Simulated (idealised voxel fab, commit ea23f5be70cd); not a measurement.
A process module follows: voxel wiring stack.
Pictured: cross-section cut, 290 nm wide, on a grid of 5 nm square cells.
In what follows, cross-sections appear as grids of square cells, described through bands that run from the top down, where every band is one or more rows of cells. Band: top height; bottom height; in nm. Then, left to right: material with width in nm, for each material. "all across": a single material spanning edge to edge. "empty": empty space. Measure heights from 0. That's the level where, below it, the as-received wafer is all one material. The lowest band is bottomless and extends downward; write it as in "z 0 and below". The two numbers in a width such as "30..40" mark its ends across the band: the first belongs to the top row of cells, the second to the bottom row, and from each row to the next the width moves by the same amount. Basically "left unchanged" means that step didn't change any cell in the cross-section. Listed in "Closed cavities": every empty space of 8 or more cells without an open way to the top. Form: width x height at distance, the distance being from the left edge, all in nm. If you see something after the settings on a step's line, that's the simulator's own remark about that step. overlay nm: for a step with a mask, the amount by which the mask lay right of where it was planned; a negative amount means left of it.
Intended process steps
| 1 | RECEIVE | material Si |
| 2 | CONFORMAL_DEP | material SiO2 | thk nm 15 |
| 3 | DIRECTIONAL_DEP | material TiN | thk nm 5 |
| 4 | DIRECTIONAL_DEP | material W | thk nm 20 |
| 5 | DIRECTIONAL_DEP | material aC | thk nm 10 |
| 6 | PATTERN | tone cover | mask id METAL_1 | material resist | width nm 30 | pitch nm 60 | thk nm 25 | overlay nm 0 |
| 7 | DIRECTIONAL_ETCH | etch materials aC | depth nm 10 |
| 8 | STRIP | etch materials resist |
| 9 | DIRECTIONAL_ETCH | etch materials W | depth nm 20 |
| 10 | DIRECTIONAL_ETCH | etch materials TiN | depth nm 5 |
| 11 | STRIP | etch materials aC |
| 12 | FILL_DEP | material SiO2 | thk nm 5 |
| 13 | CMP | height nm 30 |
| 14 | CONFORMAL_DEP | material SiCN | thk nm 5 |
| 15 | DIRECTIONAL_DEP | material lowk | thk nm 30 |
| 16 | PATTERN | tone open | mask id METAL_2_HOLES | material resist | width nm 15 | pitch nm 120 | thk nm 15 | overlay nm 0 |
| 17 | DIRECTIONAL_ETCH | etch materials lowk | depth nm 30 |
| 18 | STRIP | etch materials resist |
| 19 | PATTERN | tone open | mask id METAL_2 | material resist | width nm 30 | pitch nm 60 | thk nm 20 | overlay nm 0 |
| 20 | DIRECTIONAL_ETCH | etch materials lowk | depth nm 20 |
| 21 | DIRECTIONAL_ETCH | etch materials SiCN | depth nm 5 |
| 22 | STRIP | etch materials resist |
| 23 | CONFORMAL_DEP | material TiN | thk nm 5 |
| 24 | FILL_DEP | material Cu | thk nm 10 |
| 25 | CMP | height nm 75 |
| 26 | CONFORMAL_DEP | material SiCN | thk nm 5 |
| 27 | DIRECTIONAL_DEP | material SiO2 | thk nm 15 |
| 28 | PATTERN | tone open | mask id PLUG_2 | material resist | width nm 15 | pitch nm 60 | thk nm 15 | overlay nm 0 |
| 29 | DIRECTIONAL_ETCH | etch materials SiO2 | depth nm 15 |
| 30 | DIRECTIONAL_ETCH | etch materials SiCN | depth nm 5 |
| 31 | STRIP | etch materials resist |
| 32 | EPI | material Ru | thk nm 10 |
| 33 | EPI | material Ru | thk nm 10 |
| 34 | DIRECTIONAL_DEP | material TiN | thk nm 5 |
| 35 | DIRECTIONAL_DEP | material W | thk nm 20 |
| 36 | DIRECTIONAL_DEP | material aC | thk nm 10 |
| 37 | PATTERN | tone cover | mask id METAL_3 | material resist | width nm 30 | pitch nm 60 | thk nm 25 | overlay nm 0 |
| 38 | DIRECTIONAL_ETCH | etch materials aC | depth nm 10 |
| 39 | STRIP | etch materials resist |
| 40 | DIRECTIONAL_ETCH | etch materials W | depth nm 20 |
| 41 | DIRECTIONAL_ETCH | etch materials TiN | depth nm 5 |
| 42 | STRIP | etch materials aC |
| 43 | FILL_DEP | material lowk | thk nm 5 |
| 44 | CMP | height nm 120 |
| 45 | CONFORMAL_DEP | material SiCN | thk nm 5 |
Same starting wafers, different height nm at step 13. Plan value belongs to the first wafer.
Sectional view: first of several wafers, as received, after step 1
* z 0 and below = Si all across
* Closed cavities: none
Cross-section, first of several wafers, end of module, after last step 45
* z 125 to 120 = SiCN all across
* z 120 to 100 = 70 nm lowk; 30 nm W; 30 nm lowk; 30 nm W; 30 nm lowk; 30 nm W; 70 nm lowk
* z 100 to 95 = 70 nm lowk; 30 nm TiN; 30 nm lowk; 30 nm TiN; 30 nm lowk; 30 nm TiN; 70 nm lowk
* z 95 to 80 = 70 nm SiO2; 15 nm Ru; 45 nm SiO2; 15 nm Ru; 45 nm SiO2; 15 nm Ru; 85 nm SiO2
* z 80 to 75 = 70 nm SiCN; 15 nm Ru; 45 nm SiCN; 15 nm Ru; 45 nm SiCN; 15 nm Ru; 85 nm SiCN
* z 75 to 70 = Cu all across
* z 70 to 65 = 75 nm TiN; 20 nm Cu; 40 nm TiN; 20 nm Cu; 40 nm TiN; 20 nm Cu; 75 nm TiN
* z 65 to 50 = 70 nm lowk; 5 nm TiN; 20 nm Cu; 5 nm TiN; 30 nm lowk; 5 nm TiN; 20 nm Cu; 5 nm TiN; 30 nm lowk; 5 nm TiN; 20 nm Cu; 5 nm TiN; 70 nm lowk
* z 50 to 45 = 70 nm lowk; 5 nm TiN; 5 nm Cu; 20 nm TiN; 30 nm lowk; 30 nm TiN; 30 nm lowk; 5 nm TiN; 5 nm Cu; 20 nm TiN; 70 nm lowk
* z 45 to 35 = 70 nm lowk; 5 nm TiN; 5 nm Cu; 5 nm TiN; 105 nm lowk; 5 nm TiN; 5 nm Cu; 5 nm TiN; 85 nm lowk
* z 35 to 30 = 70 nm SiCN; 15 nm TiN; 105 nm SiCN; 15 nm TiN; 85 nm SiCN
* z 30 to 20 = 70 nm SiO2; 30 nm W; 30 nm SiO2; 30 nm W; 30 nm SiO2; 30 nm W; 70 nm SiO2
* z 20 to 15 = 70 nm SiO2; 30 nm TiN; 30 nm SiO2; 30 nm TiN; 30 nm SiO2; 30 nm TiN; 70 nm SiO2
* z 15 to 0 = SiO2 all across
* z 0 and below = Si all across
* Closed cavities: none
Here's the last wafer cross-sectioned at the end of the module
* z 125 to 120 = SiCN all across
* z 120 to 100 = 70 nm lowk; 30 nm W; 30 nm lowk; 30 nm W; 30 nm lowk; 30 nm W; 70 nm lowk
* z 100 to 95 = 70 nm lowk; 30 nm TiN; 30 nm lowk; 30 nm TiN; 30 nm lowk; 30 nm TiN; 70 nm lowk
* z 95 to 80 = 70 nm SiO2; 15 nm Ru; 45 nm SiO2; 15 nm Ru; 45 nm SiO2; 15 nm Ru; 85 nm SiO2
* z 80 to 75 = 70 nm SiCN; 15 nm Ru; 45 nm SiCN; 15 nm Ru; 45 nm SiCN; 15 nm Ru; 85 nm SiCN
* z 75 to 65 = 70 nm lowk; 5 nm TiN; 20 nm Cu; 5 nm TiN; 30 nm lowk; 5 nm TiN; 20 nm Cu; 5 nm TiN; 30 nm lowk; 5 nm TiN; 20 nm Cu; 5 nm TiN; 70 nm lowk
* z 65 to 60 = 70 nm lowk; 5 nm TiN; 5 nm Cu; 20 nm TiN; 30 nm lowk; 30 nm TiN; 30 nm lowk; 5 nm TiN; 5 nm Cu; 20 nm TiN; 70 nm lowk
* z 60 to 50 = 70 nm lowk; 5 nm TiN; 5 nm Cu; 5 nm TiN; 105 nm lowk; 5 nm TiN; 5 nm Cu; 5 nm TiN; 85 nm lowk
* z 50 to 45 = 70 nm SiCN; 15 nm TiN; 105 nm SiCN; 15 nm TiN; 85 nm SiCN
* z 45 to 40 = SiO2 all across
* z 40 to 20 = 70 nm SiO2; 30 nm W; 30 nm SiO2; 30 nm W; 30 nm SiO2; 30 nm W; 70 nm SiO2
* z 20 to 15 = 70 nm SiO2; 30 nm TiN; 30 nm SiO2; 30 nm TiN; 30 nm SiO2; 30 nm TiN; 70 nm SiO2
* z 15 to 0 = SiO2 all across
* z 0 and below = Si all across
* Closed cavities: none
Here is how to read the rows: every wafer has a row, and it shows the wafer at the end of the module, giving for each material how many cells were gained (+) or lost (-) since the wafer was received, then listing its closed voids
height nm 30, +112 Cu, +36 Ru, +159 SiCN, +441 SiO2, +130 TiN, +108 W, +464 lowk, Closed cavities: none
height nm 35, +54 Cu, +36 Ru, +159 SiCN, +481 SiO2, +130 TiN, +126 W, +464 lowk, Closed cavities: none
height nm 40, +42 Cu, +36 Ru, +159 SiCN, +521 SiO2, +84 TiN, +144 W, +464 lowk, Closed cavities: none
height nm 45, +30 Cu, +36 Ru, +159 SiCN, +579 SiO2, +78 TiN, +144 W, +424 lowk, Closed cavities: none
